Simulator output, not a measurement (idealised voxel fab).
The following is a process module called voxel transistor to metal.
The width of the displayed cross-section, cut, is 295 nm; its cells are square, with a size of 5 nm.
Square cells in a grid make up a cross-section in this document, and the grid is given as bands, listed from the top down, each one or more rows of cells.
First you get the band's top height and its bottom height, in nm, and then the materials it's made of, left to right, with each width in nm. If you see a single material with "throughout", that one covers the band edge to edge. "empty" is empty space.
Heights are measured from 0, the level below which the as-received wafer is all one material; the lowest band has no bottom and continues downward, written as in "0..down".
A width such as "30->40" changes by the same amount from each row of cells to the next, from the band's top row to its bottom row.
It should be understood that the words "nothing altered", when stated for a given step, signify that the cross-section underwent no change in any of its cells during that step.
The list in "Cavities, sealed" covers empty spaces of 8 cells or more that cannot reach the top through any open way, and it gives each as width x height at distance; the distance is from the left edge, and width, height and distance are in nm.
Where a step's line continues beyond its settings, the continuation is a remark by the simulator itself on that step.
The line of a step may include "overlay nm". On a step with a mask, this value is how far to the right of its planned place the mask lay. A negative value means the mask lay to the left.

### Listed below are the process steps as planned
- 1: op RECEIVE | material Si
- 2: op OXIDIZE | depth nm 5
- 3: op CONFORMAL_DEP | material SiN | thk nm 10
- 4: op PATTERN | tone cover | mask id ACTIVE | material resist | width nm 110 | pitch nm 130 | thk nm 15 | overlay nm 0
- 5: op DIRECTIONAL_ETCH | etch materials SiN | depth nm 10
- 6: op DIRECTIONAL_ETCH | etch materials SiO2 | depth nm 5
- 7: op DIRECTIONAL_ETCH | etch materials Si | depth nm 35
- 8: op STRIP | etch materials resist
- 9: op FILL_DEP | material SiO2 | thk nm 5
- 10: op CMP | height nm 10
- 11: op SELECTIVE_ETCH | etch materials SiO2 | depth nm 10
- 12: op STRIP | etch materials SiN
- 13: op SELECTIVE_ETCH | etch materials SiO2 | depth nm 5
- 14: op OXIDIZE | depth nm 5
- 15: op DIRECTIONAL_DEP | material polySi | thk nm 25
- 16: op DIRECTIONAL_DEP | material SiCN | thk nm 10
- 17: op MASKED_ETCH | tone cover | mask id GATE | width nm 30 | pitch nm 130 | etch materials SiCN | depth nm 20 | overlay nm 0
- 18: op MASKED_ETCH | tone cover | mask id GATE | width nm 30 | pitch nm 130 | etch materials polySi | depth nm 35 | overlay nm 0
- 19: op CONFORMAL_DEP | material SiN | thk nm 5
- 20: op DIRECTIONAL_ETCH | etch materials SiN | depth nm 5
- 21: op DIRECTIONAL_ETCH | etch materials SiO2 | depth nm 5
- 22: op DIRECTIONAL_ETCH | etch materials Si | depth nm 15
- 23: op EPI | material nSi | thk nm 15
- 24: op FILL_DEP | material SiO2 | thk nm 10
- 25: op CMP | height nm 20
- 26: op STRIP | etch materials polySi
- 27: op SELECTIVE_ETCH | etch materials SiO2 | depth nm 5
- 28: op CONFORMAL_DEP | material HfO2 | thk nm 5
- 29: op CONFORMAL_DEP | material TiN | thk nm 5
- 30: op FILL_DEP | material W | thk nm 5
- 31: op CMP | height nm 15
- 32: op DIRECTIONAL_DEP | material SiO2 | thk nm 15
- 33: op PATTERN | tone open | mask id CONTACT | material resist | width nm 15 | thk nm 20 | overlay nm 0
- 34: op DIRECTIONAL_ETCH | etch materials SiO2 | depth nm 40
- 35: op STRIP | etch materials resist
- 36: op CONFORMAL_DEP | material TiN | thk nm 5
- 37: op FILL_DEP | material Ru | thk nm 10
- 38: op CMP | height nm 30
- 39: op DIRECTIONAL_DEP | material TiN | thk nm 5
- 40: op DIRECTIONAL_DEP | material W | thk nm 15
- 41: op PATTERN | tone cover | mask id METAL_1 | material resist | width nm 15 | thk nm 20 | overlay nm 0
- 42: op DIRECTIONAL_ETCH | etch materials W | depth nm 15
- 43: op DIRECTIONAL_ETCH | etch materials TiN | depth nm 5
- 44: op STRIP | etch materials resist
- 45: op CONFORMAL_DEP | material SiCN | thk nm 5
- 46: op FILL_DEP | material lowk | thk nm 10
- 47: op CMP | height nm 50
- 48: op CONFORMAL_DEP | material SiCN | thk nm 5

### Cross-section: wafer on arrival = after step 1
0..down  Si throughout
Cavities, sealed: none

### Cross-sectional view of the first of the two wafers upon completion of the module, processed in accordance with the plan
55..50  SiCN throughout
50..35  lowk=30, SiCN=5, W=15, SiCN=5, lowk=50, SiCN=5, W=15, SiCN=5, lowk=30, SiCN=5, W=15, SiCN=5, lowk=50, SiCN=5, W=15, SiCN=5, lowk=35
35..30  SiCN=35, TiN=15, SiCN=60, TiN=15, SiCN=40, TiN=15, SiCN=60, TiN=15, SiCN=40
30..15  SiO2=35, TiN=5, Ru=5, TiN=5, SiO2=60, TiN=5, Ru=5, TiN=5, SiO2=40, TiN=5, Ru=5, TiN=5, SiO2=60, TiN=5, Ru=5, TiN=5, SiO2=40
15..10  SiO2=35, TiN=5, Ru=5, TiN=5, SiO2=10, SiN=5, HfO2=5, TiN=5, W=10, TiN=5, HfO2=5, SiN=5, SiO2=10, TiN=5, Ru=5, TiN=5, SiO2=40, TiN=5, Ru=5, TiN=5, SiO2=10, SiN=5, HfO2=5, TiN=5, W=10, TiN=5, HfO2=5, SiN=5, SiO2=10, TiN=5, Ru=5, TiN=5, SiO2=40
10..5  SiO2=35, TiN=15, SiO2=10, SiN=5, HfO2=5, TiN=5, W=10, TiN=5, HfO2=5, SiN=5, SiO2=10, TiN=15, SiO2=40, TiN=15, SiO2=10, SiN=5, HfO2=5, TiN=5, W=10, TiN=5, HfO2=5, SiN=5, SiO2=10, TiN=15, SiO2=40
5..0  SiO2=35, TiN=10, nSi=15, SiN=5, HfO2=5, TiN=5, W=10, TiN=5, HfO2=5, SiN=5, nSi=15, TiN=10, SiO2=40, TiN=10, nSi=15, SiN=5, HfO2=5, TiN=5, W=10, TiN=5, HfO2=5, SiN=5, nSi=15, TiN=10, SiO2=40
0..-5  SiO2=35, TiN=10, nSi=15, SiN=5, HfO2=5, TiN=20, HfO2=5, SiN=5, nSi=15, TiN=10, SiO2=40, TiN=10, nSi=15, SiN=5, HfO2=5, TiN=20, HfO2=5, SiN=5, nSi=15, TiN=10, SiO2=40
-5..-10  SiO2=35, TiN=10, nSi=15, HfO2=40, nSi=15, TiN=10, SiO2=40, TiN=10, nSi=15, HfO2=40, nSi=15, TiN=10, SiO2=40
-10..-25  SiO2=25, nSi=35, Si=40, nSi=35, SiO2=20, nSi=35, Si=40, nSi=35, SiO2=30
-25..-40  SiO2=25, Si=110, SiO2=20, Si=110, SiO2=30
-40..down  Si throughout
Cavities, sealed: none

### Now the second wafer, cross-sectioned at the end of the module. Nothing different at the start, nothing different in the plan compared with the first, just one mistake when it was actually run
55..50  SiCN throughout
50..35  lowk=30, SiCN=5, W=15, SiCN=5, lowk=50, SiCN=5, W=15, SiCN=5, lowk=30, SiCN=5, W=15, SiCN=5, lowk=50, SiCN=5, W=15, SiCN=5, lowk=35
35..30  SiCN=35, TiN=15, SiCN=60, TiN=15, SiCN=40, TiN=15, SiCN=60, TiN=15, SiCN=40
30..15  SiO2=35, TiN=5, Ru=5, TiN=5, SiO2=60, TiN=5, Ru=5, TiN=5, SiO2=40, TiN=5, Ru=5, TiN=5, SiO2=60, TiN=5, Ru=5, TiN=5, SiO2=40
15..10  SiO2=35, TiN=5, Ru=5, TiN=5, SiO2=10, SiN=5, HfO2=5, TiN=5, W=10, TiN=5, HfO2=5, SiN=5, SiO2=10, TiN=5, Ru=5, TiN=5, SiO2=40, TiN=5, Ru=5, TiN=5, SiO2=10, SiN=5, HfO2=5, TiN=5, W=10, TiN=5, HfO2=5, SiN=5, SiO2=10, TiN=5, Ru=5, TiN=5, SiO2=40
10..5  SiO2=35, TiN=15, SiO2=10, SiN=5, HfO2=5, TiN=5, W=10, TiN=5, HfO2=5, SiN=5, SiO2=10, TiN=15, SiO2=40, TiN=15, SiO2=10, SiN=5, HfO2=5, TiN=5, W=10, TiN=5, HfO2=5, SiN=5, SiO2=10, TiN=15, SiO2=40
5..0  SiO2=45, nSi=15, SiN=5, HfO2=5, TiN=5, W=10, TiN=5, HfO2=5, SiN=5, nSi=15, SiO2=60, nSi=15, SiN=5, HfO2=5, TiN=5, W=10, TiN=5, HfO2=5, SiN=5, nSi=15, SiO2=50
0..-5  SiO2=45, nSi=15, SiN=5, HfO2=5, TiN=20, HfO2=5, SiN=5, nSi=15, SiO2=60, nSi=15, SiN=5, HfO2=5, TiN=20, HfO2=5, SiN=5, nSi=15, SiO2=50
-5..-10  SiO2=45, nSi=15, HfO2=40, nSi=15, SiO2=60, nSi=15, HfO2=40, nSi=15, SiO2=50
-10..-25  SiO2=25, nSi=35, Si=40, nSi=35, SiO2=20, nSi=35, Si=40, nSi=35, SiO2=30
-25..-40  SiO2=25, Si=110, SiO2=20, Si=110, SiO2=30
-40..down  Si throughout
Cavities, sealed: none
What went wrong in running the wafer? step 32 of the plan was twice carried out
At the finish, the second wafer shows more or fewer cells for some materials than the first does: +24 SiO2, -24 TiN
